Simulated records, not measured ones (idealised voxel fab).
process module | voxel double patterning
cross-section cut | 230 nm wide | cells 5 nm
A cross-section is a grid of square cells, given in bands from the top down. A band is one or more rows of cells.
Each band's line starts with the height of the band's top and of its bottom, in nm. Then come its materials from left to right, each with its width in nm. One material with "throughout" fills the band from edge to edge. "air" is empty space.
Height 0 is the level under which the wafer as received is all one material. The lowest band goes on downwards, as in "0 down".
A width such as "30 to 40" changes by the same amount from each row of cells to the next, from the band's top row to its bottom row.
"no change" after a step means that no cell of the cross-section changed.
closed voids: empty space of 8 cells or more with no open way to the top, each as width x height at its distance from the left edge, in nm
after a step's settings: what the simulator itself notes on the step
overlay nm, on a step with a mask: how far to the right of its planned place the mask lay; to the left if negative
plan
1 op RECEIVE | material Si
2 op CONFORMAL_DEP | material SiO2 | thk nm 5
3 op DIRECTIONAL_DEP | material TiN | thk nm 10
4 op DIRECTIONAL_DEP | material SiN | thk nm 5
5 op MASKED_ETCH | tone open | mask id FIRST | width nm 15 | pitch nm 50 | etch materials SiN | depth nm 5 | overlay nm 0
6 op MASKED_ETCH | tone open | mask id SECOND | width nm 15 | etch materials SiN | depth nm 5 | overlay nm 0
7 op DIRECTIONAL_ETCH | etch materials TiN | depth nm 10
8 op STRIP | etch materials SiN
first wafer, as planned
as received, after step 1
  0 down: Si throughout
  closed voids: none
after step 2
  5 to 0: SiO2 throughout
  below 0: unchanged
after step 3
  15 to 5: TiN throughout
  below 5: unchanged
after step 4
  20 to 15: SiN throughout
  below 15: unchanged
after step 5
  20 to 15: SiN 80 | air 15 | SiN 35 | air 15 | SiN 85
  below 15: unchanged
after step 6
  20 to 15: SiN 80 | air 15 | SiN 10 | air 15 | SiN 10 | air 15 | SiN 85
  below 15: unchanged
after step 7
  20 to 15: SiN 80 | air 15 | SiN 10 | air 15 | SiN 10 | air 15 | SiN 85
  15 to 5: TiN 80 | air 15 | TiN 10 | air 15 | TiN 10 | air 15 | TiN 85
  below 5: unchanged
after step 8
  15 to 5: TiN 80 | air 15 | TiN 10 | air 15 | TiN 10 | air 15 | TiN 85
  below 5: unchanged
second wafer: like start, like plan, one mistake. Through step 4 it matches the first wafer
when step 5 should have ended
  20 to 15: SiN 80 | air 20 | SiN 30 | air 20 | SiN 80
  below 15: unchanged
when step 6 should have ended
  20 to 15: SiN 80 | air 20 | SiN 5 | air 15 | SiN 10 | air 20 | SiN 80
  below 15: unchanged
when step 7 should have ended
  20 to 15: SiN 80 | air 20 | SiN 5 | air 15 | SiN 10 | air 20 | SiN 80
  15 to 5: TiN 80 | air 20 | TiN 5 | air 15 | TiN 10 | air 20 | TiN 80
  below 5: unchanged
when step 8 should have ended
  15 to 5: TiN 80 | air 20 | TiN 5 | air 15 | TiN 10 | air 20 | TiN 80
  below 5: unchanged
what went wrong: step 5 ran as: op MASKED_ETCH | tone open | mask id FIRST | width nm 20 | pitch nm 50 | etch materials SiN | depth nm 5 | overlay nm 0
at the end the second wafer has, in cells: 4 fewer of TiN
